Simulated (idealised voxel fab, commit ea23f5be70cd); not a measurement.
Documented hereafter: the process module known as voxel wiring stack.
Cross-section cut: width 235 nm, square cells of 5 nm.
We lay out every cross-section as a grid of square cells and spell it out in bands from the top down, where one band means one or more rows of cells.
For a band, the entry starts with two heights in nm, that of the top and then that of the bottom, and carries on with the band's materials in order from left to right, each alongside its width in nm; the word "everywhere" beside a single material means it fills the band edge to edge, and "empty" means empty space.
It should be noted that heights are counted from 0, beneath which the wafer as supplied is of one material throughout, and that the lowest band possesses no lower boundary but continues downward, as written in "0 down".
When a width is written as two numbers, as in "30 to 40", the first number is the width in the top row of cells of the band and the second is the width in its bottom row, and the width changes by the same amount from each row to the next.
What does "no change occurred" mean for a step? It means no cell of the cross-section changed in that step.
In the "Enclosed void list" entry, you get each enclosed empty space of 8 cells or more, one with no open way to the top, written width x height at distance, distance from the left edge, in nm.
Post-settings text on a step line: simulator's own remark regarding the step.
Steps that use a mask can have "overlay nm" on their line. It says how far the mask sat to the right of where it was meant to be. Negative means to the left.
Reading guide: pairs of cross-sections, before and after one process step; after view cut off at lowest changed band; step and settings listed under each pair. Pairs may stem from different runs of this module on the same starting wafer; continuity with the pair above only where the "Prior to processing" entry states it.
Prior to processing:
> 80 to 75 = TiN (90)  empty (10)  TiN (35)  empty (10)  TiN (90)
> 75 to 70 = SiCN (85)  TiN (20)  SiCN (25)  TiN (20)  SiCN (85)
> 70 to 35 = lowk everywhere
> 35 to 15 = lowk (85)  TiN (5)  Ru (10)  TiN (5)  lowk (25)  TiN (5)  Ru (10)  TiN (5)  lowk (85)
> 15 to 10 = SiN (85)  TiN (20)  SiN (25)  TiN (20)  SiN (85)
> 10 to 0 = SiO2 everywhere
> 0 down = Si everywhere
> Enclosed void list: none
Post-Step Section View:
> 85 to 80 = Ru everywhere
> 80 to 75 = TiN (90)  Ru (10)  TiN (35)  Ru (10)  TiN (90)
> Below a height of 75, the structure has not been altered.
> Enclosed void list: none
To go from the before cross-section above to the after cross-section, apply FILL_DEP with material Ru, thk nm 5
Prior to processing: we pick up right where the pair above leaves off, with its after cross-section.
Post-Step Section View:
> 75 to 70 = SiCN (85)  TiN (20)  SiCN (25)  TiN (20)  SiCN (85)
> Below a height of 70, the structure has not been altered.
> Enclosed void list: none
To go from the before cross-section above to the after cross-section, apply CMP with height nm 75
Prior to processing: we pick up right where the pair above leaves off, with its after cross-section.
Post-Step Section View:
> 80 to 75 = SiCN everywhere
> Below a height of 75, the structure has not been altered.
> Enclosed void list: none
To go from the before cross-section above to the after cross-section, apply CONFORMAL_DEP with material SiCN, thk nm 5
Prior to processing:
> 85 to 75 = aC (85)  empty (20)  aC (25)  empty (20)  aC (85)
> 75 to 40 = lowk (85)  empty (15)  lowk (30)  empty (15)  lowk (90)
> 40 to 35 = SiCN everywhere
> 35 to 15 = lowk (85)  TiN (5)  Ru (10)  TiN (5)  lowk (25)  TiN (5)  Ru (10)  TiN (5)  lowk (85)
> 15 to 10 = SiN (85)  TiN (20)  SiN (25)  TiN (20)  SiN (85)
> 10 to 0 = SiO2 everywhere
> 0 down = Si everywhere
> Enclosed void list: none
Post-Step Section View:
> 85 to 75 = aC (85)  empty (20)  aC (25)  empty (20)  aC (85)
> 75 to 45 = lowk (85)  empty (20)  lowk (25)  empty (20)  lowk (85)
> Below a height of 45, the structure has not been altered.
> Enclosed void list: none
To go from the before cross-section above to the after cross-section, apply DIRECTIONAL_ETCH with etch materials lowk, depth nm 30
Prior to processing: we pick up right where the pair above leaves off, with its after cross-section.
Post-Step Section View:
> 85 to 75 = aC (85)  empty (20)  aC (25)  empty (20)  aC (85)
> 75 to 45 = lowk (85)  empty (20)  lowk (25)  empty (20)  lowk (85)
> 45 to 40 = lowk (85)  empty (15)  lowk (30)  empty (15)  lowk (90)
> 40 to 35 = SiCN (85)  empty (15)  SiCN (30)  empty (15)  SiCN (90)
> Below a height of 35, the structure has not been altered.
> Enclosed void list: none
To go from the before cross-section above to the after cross-section, apply DIRECTIONAL_ETCH with etch materials SiCN, depth nm 5
Prior to processing: we pick up right where the pair above leaves off, with its after cross-section.
Post-Step Section View:
> 75 to 45 = lowk (85)  empty (20)  lowk (25)  empty (20)  lowk (85)
> Below a height of 45, the structure has not been altered.
> Enclosed void list: none
To go from the before cross-section above to the after cross-section, apply STRIP with etch materials aC
Prior to processing: we pick up right where the pair above leaves off, with its after cross-section.
Post-Step Section View:
> 80 to 75 = TiN (90)  empty (10)  TiN (35)  empty (10)  TiN (90)
> 75 to 50 = lowk (85)  TiN (5)  empty (10)  TiN (5)  lowk (25)  TiN (5)  empty (10)  TiN (5)  lowk (85)
> 50 to 40 = lowk (85)  TiN (5)  empty (5)  TiN (10 to 5)  lowk (25 to 30)  TiN (5)  empty (5)  TiN (10 to 5)  lowk (85 to 90)
> 40 to 35 = SiCN (85)  TiN (15)  SiCN (30)  TiN (15)  SiCN (90)
> Below a height of 35, the structure has not been altered.
> Enclosed void list: none
To go from the before cross-section above to the after cross-section, apply CONFORMAL_DEP with material TiN, thk nm 5
Prior to processing: we pick up right where the pair above leaves off, with its after cross-section.
Post-Step Section View:
> 85 to 80 = Ru everywhere
> 80 to 75 = TiN (90)  Ru (10)  TiN (35)  Ru (10)  TiN (90)
> 75 to 50 = lowk (85)  TiN (5)  Ru (10)  TiN (5)  lowk (25)  TiN (5)  Ru (10)  TiN (5)  lowk (85)
> 50 to 40 = lowk (85)  TiN (5)  Ru (5)  TiN (10 to 5)  lowk (25 to 30)  TiN (5)  Ru (5)  TiN (10 to 5)  lowk (85 to 90)
> Below a height of 40, the structure has not been altered.
> Enclosed void list: none
To go from the before cross-section above to the after cross-section, apply FILL_DEP with material Ru, thk nm 5
Prior to processing: we pick up right where the pair above leaves off, with its after cross-section.
Post-Step Section View:
> 75 to 50 = lowk (85)  TiN (5)  Ru (10)  TiN (5)  lowk (25)  TiN (5)  Ru (10)  TiN (5)  lowk (85)
> Below a height of 50, the structure has not been altered.
> Enclosed void list: none
To go from the before cross-section above to the after cross-section, apply CMP with height nm 75
Prior to processing: we pick up right where the pair above leaves off, with its after cross-section.
Post-Step Section View:
> 80 to 75 = SiCN everywhere
> Below a height of 75, the structure has not been altered.
> Enclosed void list: none
To go from the before cross-section above to the after cross-section, apply CONFORMAL_DEP with material SiCN, thk nm 5
Prior to processing:
> 45 to 35 = aC everywhere
> 35 to 15 = lowk everywhere
> 15 to 10 = SiN everywhere
> 10 to 0 = SiO2 everywhere
> 0 down = Si everywhere
> Enclosed void list: none
Post-Step Section View:
> 75 to 45 = resist (80)  empty (30)  resist (15)  empty (30)  resist (80)
> Below a height of 45, the structure has not been altered.
> Enclosed void list: none
To go from the before cross-section above to the after cross-section, apply PATTERN with tone open, mask id METAL_1, material resist, width nm 30, pitch nm 45, thk nm 30, overlay nm 0
Prior to processing: we pick up right where the pair above leaves off, with its after cross-section.
Post-Step Section View:
> 65 to 45 = resist (80)  empty (30)  resist (15)  empty (30)  resist (80)
> 45 to 35 = aC (80)  empty (30)  aC (15)  empty (30)  aC (80)
> Below a height of 35, the structure has not been altered.
> Enclosed void list: none
To go from the before cross-section above to the after cross-section, apply DIRECTIONAL_ETCH with etch materials aC, depth nm 10
Prior to processing: we pick up right where the pair above leaves off, with its after cross-section.
Post-Step Section View:
> 45 to 35 = aC (80)  empty (30)  aC (15)  empty (30)  aC (80)
> Below a height of 35, the structure has not been altered.
> Enclosed void list: none
To go from the before cross-section above to the after cross-section, apply STRIP with etch materials resist
Prior to processing: we pick up right where the pair above leaves off, with its after cross-section.
Post-Step Section View:
> 45 to 35 = aC (80)  empty (30)  aC (15)  empty (30)  aC (80)
> 35 to 15 = lowk (80)  empty (30)  lowk (15)  empty (30)  lowk (80)
> Below a height of 15, the structure has not been altered.
> Enclosed void list: none
To go from the before cross-section above to the after cross-section, apply DIRECTIONAL_ETCH with etch materials lowk, depth nm 20
Prior to processing: we pick up right where the pair above leaves off, with its after cross-section.
Post-Step Section View:
> 45 to 35 = aC (80)  empty (30)  aC (15)  empty (30)  aC (80)
> 35 to 15 = lowk (80)  empty (30)  lowk (15)  empty (30)  lowk (80)
> 15 to 10 = SiN (80)  empty (30)  SiN (15)  empty (30)  SiN (80)
> Below a height of 10, the structure has not been altered.
> Enclosed void list: none
To go from the before cross-section above to the after cross-section, apply DIRECTIONAL_ETCH with etch materials SiN, depth nm 5
Prior to processing: we pick up right where the pair above leaves off, with its after cross-section.
Post-Step Section View:
> 35 to 15 = lowk (80)  empty (30)  lowk (15)  empty (30)  lowk (80)
> Below a height of 15, the structure has not been altered.
> Enclosed void list: none
To go from the before cross-section above to the after cross-section, apply STRIP with etch materials aC
Prior to processing: we pick up right where the pair above leaves off, with its after cross-section.
Post-Step Section View:
> 40 to 35 = TiN (85)  empty (20)  TiN (25)  empty (20)  TiN (85)
> 35 to 15 = lowk (80)  TiN (5)  empty (20)  TiN (5)  lowk (15)  TiN (5)  empty (20)  TiN (5)  lowk (80)
> 15 to 10 = SiN (80)  TiN (30)  SiN (15)  TiN (30)  SiN (80)
> Below a height of 10, the structure has not been altered.
> Enclosed void list: none
To go from the before cross-section above to the after cross-section, apply CONFORMAL_DEP with material TiN, thk nm 5
Prior to processing: we pick up right where the pair above leaves off, with its after cross-section.
Post-Step Section View:
> 45 to 40 = Ru everywhere
> 40 to 35 = TiN (85)  Ru (20)  TiN (25)  Ru (20)  TiN (85)
> 35 to 15 = lowk (80)  TiN (5)  Ru (20)  TiN (5)  lowk (15)  TiN (5)  Ru (20)  TiN (5)  lowk (80)
> Below a height of 15, the structure has not been altered.
> Enclosed void list: none
To go from the before cross-section above to the after cross-section, apply FILL_DEP with material Ru, thk nm 5
Prior to processing: we pick up right where the pair above leaves off, with its after cross-section.
Post-Step Section View:
> 35 to 15 = lowk (80)  TiN (5)  Ru (20)  TiN (5)  lowk (15)  TiN (5)  Ru (20)  TiN (5)  lowk (80)
> Below a height of 15, the structure has not been altered.
> Enclosed void list: none
To go from the before cross-section above to the after cross-section, apply CMP with height nm 35
Prior to processing: we pick up right where the pair above leaves off, with its after cross-section.
Post-Step Section View:
> 40 to 35 = SiCN everywhere
> Below a height of 35, the structure has not been altered.
> Enclosed void list: none
To go from the before cross-section above to the after cross-section, apply CONFORMAL_DEP with material SiCN, thk nm 5
Prior to processing: we pick up right where the pair above leaves off, with its after cross-section.
Post-Step Section View:
> 75 to 40 = lowk everywhere
> Below a height of 40, the structure has not been altered.
> Enclosed void list: none
To go from the before cross-section above to the after cross-section, apply DIRECTIONAL_DEP with material lowk, thk nm 35
Prior to processing: we pick up right where the pair above leaves off, with its after cross-section.
Post-Step Section View:
> 75 to 40 = lowk (85)  empty (15)  lowk (30)  empty (15)  lowk (90)
> Below a height of 40, the structure has not been altered.
> Enclosed void list: none
To go from the before cross-section above to the after cross-section, apply MASKED_ETCH with tone open, mask id METAL_2_HOLES, width nm 15, pitch nm 45, etch materials lowk, depth nm 35, overlay nm 0
Prior to processing: we pick up right where the pair above leaves off, with its after cross-section.
Post-Step Section View:
> 85 to 75 = aC (85)  empty (15)  aC (30)  empty (15)  aC (90)
> 75 to 50 = lowk (85)  empty (15)  lowk (30)  empty (15)  lowk (90)
> 50 to 40 = lowk (85)  aC (15)  lowk (30)  aC (15)  lowk (90)
> Below a height of 40, the structure has not been altered.
> Enclosed void list: none
To go from the before cross-section above to the after cross-section, apply DIRECTIONAL_DEP with material aC, thk nm 10
Prior to processing: we pick up right where the pair above leaves off, with its after cross-section.
Post-Step Section View:
> 110 to 85 = resist (85)  empty (20)  resist (25)  empty (20)  resist (85)
> Below a height of 85, the structure has not been altered.
> Enclosed void list: none
To go from the before cross-section above to the after cross-section, apply PATTERN with tone open, mask id METAL_2, material resist, width nm 20, pitch nm 45, thk nm 25, overlay nm 0
Prior to processing: we pick up right where the pair above leaves off, with its after cross-section.
Post-Step Section View:
> 100 to 85 = resist (85)  empty (20)  resist (25)  empty (20)  resist (85)
> 85 to 75 = aC (85)  empty (20)  aC (25)  empty (20)  aC (85)
> 75 to 40 = lowk (85)  empty (15)  lowk (30)  empty (15)  lowk (90)
> Below a height of 40, the structure has not been altered.
> Enclosed void list: none
To go from the before cross-section above to the after cross-section, apply DIRECTIONAL_ETCH with etch materials aC, depth nm 10
Prior to processing: we pick up right where the pair above leaves off, with its after cross-section.
Post-Step Section View:
> 85 to 75 = aC (85)  empty (20)  aC (25)  empty (20)  aC (85)
> Below a height of 75, the structure has not been altered.
> Enclosed void list: none
To go from the before cross-section above to the after cross-section, apply STRIP with etch materials resist
Prior to processing: we pick up right where the pair above leaves off, with its after cross-section.
Post-Step Section View:
> 85 to 75 = aC (85)  empty (20)  aC (25)  empty (20)  aC (85)
> 75 to 55 = lowk (85)  empty (20)  lowk (25)  empty (20)  lowk (85)
> Below a height of 55, the structure has not been altered.
> Enclosed void list: none
To go from the before cross-section above to the after cross-section, apply DIRECTIONAL_ETCH with etch materials lowk, depth nm 20
Prior to processing: we pick up right where the pair above leaves off, with its after cross-section.
Post-Step Section View:
> 85 to 75 = aC (85)  empty (20)  aC (25)  empty (20)  aC (85)
> 75 to 55 = lowk (85)  empty (20)  lowk (25)  empty (20)  lowk (85)
> 55 to 40 = lowk (85)  empty (15)  lowk (30)  empty (15)  lowk (90)
> 40 to 35 = SiCN (85)  empty (15)  SiCN (30)  empty (15)  SiCN (90)
> Below a height of 35, the structure has not been altered.
> Enclosed void list: none
To go from the before cross-section above to the after cross-section, apply DIRECTIONAL_ETCH with etch materials SiCN, depth nm 5
Prior to processing: we pick up right where the pair above leaves off, with its after cross-section.
Post-Step Section View:
> 75 to 55 = lowk (85)  empty (20)  lowk (25)  empty (20)  lowk (85)
> Below a height of 55, the structure has not been altered.
> Enclosed void list: none
To go from the before cross-section above to the after cross-section, apply STRIP with etch materials aC
Prior to processing: we pick up right where the pair above leaves off, with its after cross-section.
Post-Step Section View:
> 80 to 75 = TiN (90)  empty (10)  TiN (35)  empty (10)  TiN (90)
> 75 to 60 = lowk (85)  TiN (5)  empty (10)  TiN (5)  lowk (25)  TiN (5)  empty (10)  TiN (5)  lowk (85)
> 60 to 55 = lowk (85)  TiN (5)  empty (5)  TiN (10)  lowk (25)  TiN (5)  empty (5)  TiN (10)  lowk (85)
> 55 to 40 = lowk (85)  TiN (5)  empty (5)  TiN (5)  lowk (30)  TiN (5)  empty (5)  TiN (5)  lowk (90)
> 40 to 35 = SiCN (85)  TiN (15)  SiCN (30)  TiN (15)  SiCN (90)
> Below a height of 35, the structure has not been altered.
> Enclosed void list: none
To go from the before cross-section above to the after cross-section, apply CONFORMAL_DEP with material TiN, thk nm 5
Prior to processing: we pick up right where the pair above leaves off, with its after cross-section.
Post-Step Section View:
> 85 to 80 = Ru everywhere
> 80 to 75 = TiN (90)  Ru (10)  TiN (35)  Ru (10)  TiN (90)
> 75 to 60 = lowk (85)  TiN (5)  Ru (10)  TiN (5)  lowk (25)  TiN (5)  Ru (10)  TiN (5)  lowk (85)
> 60 to 55 = lowk (85)  TiN (5)  Ru (5)  TiN (10)  lowk (25)  TiN (5)  Ru (5)  TiN (10)  lowk (85)
> 55 to 40 = lowk (85)  TiN (5)  Ru (5)  TiN (5)  lowk (30)  TiN (5)  Ru (5)  TiN (5)  lowk (90)
> Below a height of 40, the structure has not been altered.
> Enclosed void list: none
To go from the before cross-section above to the after cross-section, apply FILL_DEP with material Ru, thk nm 5
Prior to processing: we pick up right where the pair above leaves off, with its after cross-section.
Post-Step Section View:
> 75 to 60 = lowk (85)  TiN (5)  Ru (10)  TiN (5)  lowk (25)  TiN (5)  Ru (10)  TiN (5)  lowk (85)
> Below a height of 60, the structure has not been altered.
> Enclosed void list: none
To go from the before cross-section above to the after cross-section, apply CMP with height nm 75
Prior to processing: we pick up right where the pair above leaves off, with its after cross-section.
Post-Step Section View:
> 80 to 75 = SiCN everywhere
> Below a height of 75, the structure has not been altered.
> Enclosed void list: none
To go from the before cross-section above to the after cross-section, apply CONFORMAL_DEP with material SiCN, thk nm 5
Prior to processing:
> 85 to 75 = aC (85)  empty (15)  aC (30)  empty (15)  aC (90)
> 75 to 50 = lowk (85)  empty (15)  lowk (30)  empty (15)  lowk (90)
> 50 to 40 = lowk (85)  aC (15)  lowk (30)  aC (15)  lowk (90)
> 40 to 35 = SiCN everywhere
> 35 to 15 = lowk (85)  TiN (5)  Ru (10)  TiN (5)  lowk (25)  TiN (5)  Ru (10)  TiN (5)  lowk (85)
> 15 to 10 = SiN (85)  TiN (20)  SiN (25)  TiN (20)  SiN (85)
> 10 to 0 = SiO2 everywhere
> 0 down = Si everywhere
> Enclosed void list: none
Post-Step Section View:
> 110 to 85 = resist (95)  empty (20)  resist (25)  empty (20)  resist (75)
> 85 to 75 = aC (85)  resist (10)  empty (5)  aC (30)  resist (10)  empty (5)  aC (90)
> 75 to 50 = lowk (85)  resist (10)  empty (5)  lowk (30)  resist (10)  empty (5)  lowk (90)
> Below a height of 50, the structure has not been altered.
> Enclosed void list: none
To go from the before cross-section above to the after cross-section, apply PATTERN with tone open, mask id METAL_2, material resist, width nm 20, pitch nm 45, thk nm 25, overlay nm 10
Prior to processing: we pick up right where the pair above leaves off, with its after cross-section.
Post-Step Section View:
> 100 to 85 = resist (95)  empty (20)  resist (25)  empty (20)  resist (75)
> 85 to 75 = aC (85)  resist (10)  empty (20)  aC (15)  resist (10)  empty (20)  aC (75)
> 75 to 50 = lowk (85)  resist (10)  empty (5)  lowk (30)  resist (10)  empty (5)  lowk (90)
> 50 to 40 = lowk (85)  aC (10)  empty (5)  lowk (30)  aC (10)  empty (5)  lowk (90)
> Below a height of 40, the structure has not been altered.
> Enclosed void list: none
To go from the before cross-section above to the after cross-section, apply DIRECTIONAL_ETCH with etch materials aC, depth nm 10
Prior to processing: we pick up right where the pair above leaves off, with its after cross-section.
Post-Step Section View:
> 85 to 75 = aC (85)  empty (30)  aC (15)  empty (30)  aC (75)
> 75 to 50 = lowk (85)  empty (15)  lowk (30)  empty (15)  lowk (90)
> Below a height of 50, the structure has not been altered.
> Enclosed void list: none
To go from the before cross-section above to the after cross-section, apply STRIP with etch materials resist
Prior to processing: we pick up right where the pair above leaves off, with its after cross-section.
Post-Step Section View:
> 85 to 75 = aC (85)  empty (30)  aC (15)  empty (30)  aC (75)
> 75 to 55 = lowk (85)  empty (30)  lowk (15)  empty (30)  lowk (75)
> Below a height of 55, the structure has not been altered.
> Enclosed void list: none
To go from the before cross-section above to the after cross-section, apply DIRECTIONAL_ETCH with etch materials lowk, depth nm 20
Prior to processing: we pick up right where the pair above leaves off, with its after cross-section.
Post-Step Section View:
> 85 to 75 = aC (85)  empty (30)  aC (15)  empty (30)  aC (75)
> 75 to 55 = lowk (85)  empty (30)  lowk (15)  empty (30)  lowk (75)
> 55 to 50 = lowk (85)  empty (15)  lowk (30)  empty (15)  lowk (90)
> 50 to 40 = lowk (85)  aC (10)  empty (5)  lowk (30)  aC (10)  empty (5)  lowk (90)
> 40 to 35 = SiCN (95)  empty (5)  SiCN (40)  empty (5)  SiCN (90)
> Below a height of 35, the structure has not been altered.
> Enclosed void list: none
To go from the before cross-section above to the after cross-section, apply DIRECTIONAL_ETCH with etch materials SiCN, depth nm 5
Prior to processing: we pick up right where the pair above leaves off, with its after cross-section.
Post-Step Section View:
> 75 to 55 = lowk (85)  empty (30)  lowk (15)  empty (30)  lowk (75)
> 55 to 40 = lowk (85)  empty (15)  lowk (30)  empty (15)  lowk (90)
> Below a height of 40, the structure has not been altered.
> Enclosed void list: none
To go from the before cross-section above to the after cross-section, apply STRIP with etch materials aC
Prior to processing: we pick up right where the pair above leaves off, with its after cross-section.
Post-Step Section View:
> 80 to 75 = TiN (90)  empty (20)  TiN (25)  empty (20)  TiN (80)
> 75 to 60 = lowk (85)  TiN (5)  empty (20)  TiN (5)  lowk (15)  TiN (5)  empty (20)  TiN (5)  lowk (75)
> 60 to 55 = lowk (85)  TiN (5)  empty (5)  TiN (20)  lowk (15)  TiN (5)  empty (5)  TiN (20)  lowk (75)
> 55 to 45 = lowk (85)  TiN (5)  empty (5)  TiN (5)  lowk (30)  TiN (5)  empty (5)  TiN (5)  lowk (90)
> 45 to 40 = lowk (85)  TiN (15)  lowk (30)  TiN (15)  lowk (90)
> 40 to 35 = SiCN (95)  TiN (5)  SiCN (40)  TiN (5)  SiCN (90)
> Below a height of 35, the structure has not been altered.
> Enclosed void list: none
To go from the before cross-section above to the after cross-section, apply CONFORMAL_DEP with material TiN, thk nm 5
Prior to processing: we pick up right where the pair above leaves off, with its after cross-section.
Post-Step Section View:
> 85 to 80 = Ru everywhere
> 80 to 75 = TiN (90)  Ru (20)  TiN (25)  Ru (20)  TiN (80)
> 75 to 60 = lowk (85)  TiN (5)  Ru (20)  TiN (5)  lowk (15)  TiN (5)  Ru (20)  TiN (5)  lowk (75)
> 60 to 55 = lowk (85)  TiN (5)  Ru (5)  TiN (20)  lowk (15)  TiN (5)  Ru (5)  TiN (20)  lowk (75)
> 55 to 45 = lowk (85)  TiN (5)  Ru (5)  TiN (5)  lowk (30)  TiN (5)  Ru (5)  TiN (5)  lowk (90)
> Below a height of 45, the structure has not been altered.
> Enclosed void list: none
To go from the before cross-section above to the after cross-section, apply FILL_DEP with material Ru, thk nm 5
Prior to processing: we pick up right where the pair above leaves off, with its after cross-section.
Post-Step Section View:
> 75 to 60 = lowk (85)  TiN (5)  Ru (20)  TiN (5)  lowk (15)  TiN (5)  Ru (20)  TiN (5)  lowk (75)
> Below a height of 60, the structure has not been altered.
> Enclosed void list: none
To go from the before cross-section above to the after cross-section, apply CMP with height nm 75
Prior to processing: we pick up right where the pair above leaves off, with its after cross-section.
Post-Step Section View:
> 80 to 75 = SiCN everywhere
> Below a height of 75, the structure has not been altered.
> Enclosed void list: none
To go from the before cross-section above to the after cross-section, apply CONFORMAL_DEP with material SiCN, thk nm 5
Prior to processing:
> 10 to 0 = SiO2 everywhere
> 0 down = Si everywhere
> Enclosed void list: none
Post-Step Section View:
> 15 to 0 = SiO2 everywhere
> Below a height of 0, the structure has not been altered.
> Enclosed void list: none
To go from the before cross-section above to the after cross-section, apply CONFORMAL_DEP with material SiO2, thk nm 5
Prior to processing: we pick up right where the pair above leaves off, with its after cross-section.
Post-Step Section View:
> 35 to 15 = lowk everywhere
> Below a height of 15, the structure has not been altered.
> Enclosed void list: none
To go from the before cross-section above to the after cross-section, apply DIRECTIONAL_DEP with material lowk, thk nm 20
Prior to processing: we pick up right where the pair above leaves off, with its after cross-section.
Post-Step Section View:
> 45 to 35 = aC everywhere
> Below a height of 35, the structure has not been altered.
> Enclosed void list: none
To go from the before cross-section above to the after cross-section, apply DIRECTIONAL_DEP with material aC, thk nm 10
Prior to processing: we pick up right where the pair above leaves off, with its after cross-section.
Post-Step Section View:
> 75 to 45 = resist (85)  empty (20)  resist (25)  empty (20)  resist (85)
> Below a height of 45, the structure has not been altered.
> Enclosed void list: none
To go from the before cross-section above to the after cross-section, apply PATTERN with tone open, mask id METAL_1, material resist, width nm 20, pitch nm 45, thk nm 30, overlay nm 0
Prior to processing: we pick up right where the pair above leaves off, with its after cross-section.
Post-Step Section View:
> 65 to 45 = resist (85)  empty (20)  resist (25)  empty (20)  resist (85)
> 45 to 35 = aC (85)  empty (20)  aC (25)  empty (20)  aC (85)
> Below a height of 35, the structure has not been altered.
> Enclosed void list: none
To go from the before cross-section above to the after cross-section, apply DIRECTIONAL_ETCH with etch materials aC, depth nm 10
Prior to processing: we pick up right where the pair above leaves off, with its after cross-section.
Post-Step Section View:
> 45 to 35 = aC (85)  empty (20)  aC (25)  empty (20)  aC (85)
> Below a height of 35, the structure has not been altered.
> Enclosed void list: none
To go from the before cross-section above to the after cross-section, apply STRIP with etch materials resist
Prior to processing: we pick up right where the pair above leaves off, with its after cross-section.
Post-Step Section View:
> 45 to 35 = aC (85)  empty (20)  aC (25)  empty (20)  aC (85)
> 35 to 15 = lowk (85)  empty (20)  lowk (25)  empty (20)  lowk (85)
> Below a height of 15, the structure has not been altered.
> Enclosed void list: none
To go from the before cross-section above to the after cross-section, apply DIRECTIONAL_ETCH with etch materials lowk, depth nm 20
Prior to processing: we pick up right where the pair above leaves off, with its after cross-section.
Post-Step Section View:
> 35 to 15 = lowk (85)  empty (20)  lowk (25)  empty (20)  lowk (85)
> Below a height of 15, the structure has not been altered.
> Enclosed void list: none
To go from the before cross-section above to the after cross-section, apply STRIP with etch materials aC
Prior to processing: we pick up right where the pair above leaves off, with its after cross-section.
Post-Step Section View:
> 40 to 35 = TiN (90)  empty (10)  TiN (35)  empty (10)  TiN (90)
> 35 to 20 = lowk (85)  TiN (5)  empty (10)  TiN (5)  lowk (25)  TiN (5)  empty (10)  TiN (5)  lowk (85)
> 20 to 15 = lowk (85)  TiN (20)  lowk (25)  TiN (20)  lowk (85)
> Below a height of 15, the structure has not been altered.
> Enclosed void list: none
To go from the before cross-section above to the after cross-section, apply CONFORMAL_DEP with material TiN, thk nm 5
Prior to processing: we pick up right where the pair above leaves off, with its after cross-section.
Post-Step Section View:
> 45 to 40 = Ru everywhere
> 40 to 35 = TiN (90)  Ru (10)  TiN (35)  Ru (10)  TiN (90)
> 35 to 20 = lowk (85)  TiN (5)  Ru (10)  TiN (5)  lowk (25)  TiN (5)  Ru (10)  TiN (5)  lowk (85)
> Below a height of 20, the structure has not been altered.
> Enclosed void list: none
To go from the before cross-section above to the after cross-section, apply FILL_DEP with material Ru, thk nm 5
Prior to processing: we pick up right where the pair above leaves off, with its after cross-section.
Post-Step Section View:
> 35 to 20 = lowk (85)  TiN (5)  Ru (10)  TiN (5)  lowk (25)  TiN (5)  Ru (10)  TiN (5)  lowk (85)
> Below a height of 20, the structure has not been altered.
> Enclosed void list: none
To go from the before cross-section above to the after cross-section, apply CMP with height nm 35
Prior to processing: we pick up right where the pair above leaves off, with its after cross-section.
Post-Step Section View:
> 40 to 35 = SiCN everywhere
> Below a height of 35, the structure has not been altered.
> Enclosed void list: none
To go from the before cross-section above to the after cross-section, apply CONFORMAL_DEP with material SiCN, thk nm 5
Prior to processing: we pick up right where the pair above leaves off, with its after cross-section.
Post-Step Section View:
> 75 to 40 = lowk everywhere
> Below a height of 40, the structure has not been altered.
> Enclosed void list: none
To go from the before cross-section above to the after cross-section, apply DIRECTIONAL_DEP with material lowk, thk nm 35
Prior to processing: we pick up right where the pair above leaves off, with its after cross-section.
Post-Step Section View:
> 75 to 40 = lowk (85)  empty (15)  lowk (30)  empty (15)  lowk (90)
> Below a height of 40, the structure has not been altered.
> Enclosed void list: none
To go from the before cross-section above to the after cross-section, apply MASKED_ETCH with tone open, mask id METAL_2_HOLES, width nm 15, pitch nm 45, etch materials lowk, depth nm 35, overlay nm 0
Prior to processing: we pick up right where the pair above leaves off, with its after cross-section.
Post-Step Section View:
> 85 to 75 = aC (85)  empty (15)  aC (30)  empty (15)  aC (90)
> 75 to 50 = lowk (85)  empty (15)  lowk (30)  empty (15)  lowk (90)
> 50 to 40 = lowk (85)  aC (15)  lowk (30)  aC (15)  lowk (90)
> Below a height of 40, the structure has not been altered.
> Enclosed void list: none
To go from the before cross-section above to the after cross-section, apply DIRECTIONAL_DEP with material aC, thk nm 10
Prior to processing: we pick up right where the pair above leaves off, with its after cross-section.
Post-Step Section View:
> 110 to 85 = resist (85)  empty (20)  resist (25)  empty (20)  resist (85)
> Below a height of 85, the structure has not been altered.
> Enclosed void list: none
To go from the before cross-section above to the after cross-section, apply PATTERN with tone open, mask id METAL_2, material resist, width nm 20, pitch nm 45, thk nm 25, overlay nm 0
Prior to processing: we pick up right where the pair above leaves off, with its after cross-section.
Post-Step Section View:
> 100 to 85 = resist (85)  empty (20)  resist (25)  empty (20)  resist (85)
> 85 to 75 = aC (85)  empty (20)  aC (25)  empty (20)  aC (85)
> 75 to 40 = lowk (85)  empty (15)  lowk (30)  empty (15)  lowk (90)
> Below a height of 40, the structure has not been altered.
> Enclosed void list: none
To go from the before cross-section above to the after cross-section, apply DIRECTIONAL_ETCH with etch materials aC, depth nm 10
Prior to processing: we pick up right where the pair above leaves off, with its after cross-section.
Post-Step Section View:
> 85 to 75 = aC (85)  empty (20)  aC (25)  empty (20)  aC (85)
> Below a height of 75, the structure has not been altered.
> Enclosed void list: none
To go from the before cross-section above to the after cross-section, apply STRIP with etch materials resist
Prior to processing: we pick up right where the pair above leaves off, with its after cross-section.
Post-Step Section View:
> 85 to 75 = aC (85)  empty (20)  aC (25)  empty (20)  aC (85)
> 75 to 55 = lowk (85)  empty (20)  lowk (25)  empty (20)  lowk (85)
> Below a height of 55, the structure has not been altered.
> Enclosed void list: none
To go from the before cross-section above to the after cross-section, apply DIRECTIONAL_ETCH with etch materials lowk, depth nm 20
Prior to processing: we pick up right where the pair above leaves off, with its after cross-section.
Post-Step Section View:
> 85 to 75 = aC (85)  empty (20)  aC (25)  empty (20)  aC (85)
> 75 to 55 = lowk (85)  empty (20)  lowk (25)  empty (20)  lowk (85)
> 55 to 40 = lowk (85)  empty (15)  lowk (30)  empty (15)  lowk (90)
> 40 to 35 = SiCN (85)  empty (15)  SiCN (30)  empty (15)  SiCN (90)
> Below a height of 35, the structure has not been altered.
> Enclosed void list: none
To go from the before cross-section above to the after cross-section, apply DIRECTIONAL_ETCH with etch materials SiCN, depth nm 5
Prior to processing: we pick up right where the pair above leaves off, with its after cross-section.
Post-Step Section View:
> 75 to 55 = lowk (85)  empty (20)  lowk (25)  empty (20)  lowk (85)
> Below a height of 55, the structure has not been altered.
> Enclosed void list: none
To go from the before cross-section above to the after cross-section, apply STRIP with etch materials aC
Prior to processing: we pick up right where the pair above leaves off, with its after cross-section.
Post-Step Section View:
> 80 to 75 = TiN (90)  empty (10)  TiN (35)  empty (10)  TiN (90)
> 75 to 60 = lowk (85)  TiN (5)  empty (10)  TiN (5)  lowk (25)  TiN (5)  empty (10)  TiN (5)  lowk (85)
> 60 to 55 = lowk (85)  TiN (5)  empty (5)  TiN (10)  lowk (25)  TiN (5)  empty (5)  TiN (10)  lowk (85)
> 55 to 40 = lowk (85)  TiN (5)  empty (5)  TiN (5)  lowk (30)  TiN (5)  empty (5)  TiN (5)  lowk (90)
> 40 to 35 = SiCN (85)  TiN (15)  SiCN (30)  TiN (15)  SiCN (90)
> Below a height of 35, the structure has not been altered.
> Enclosed void list: none
To go from the before cross-section above to the after cross-section, apply CONFORMAL_DEP with material TiN, thk nm 5
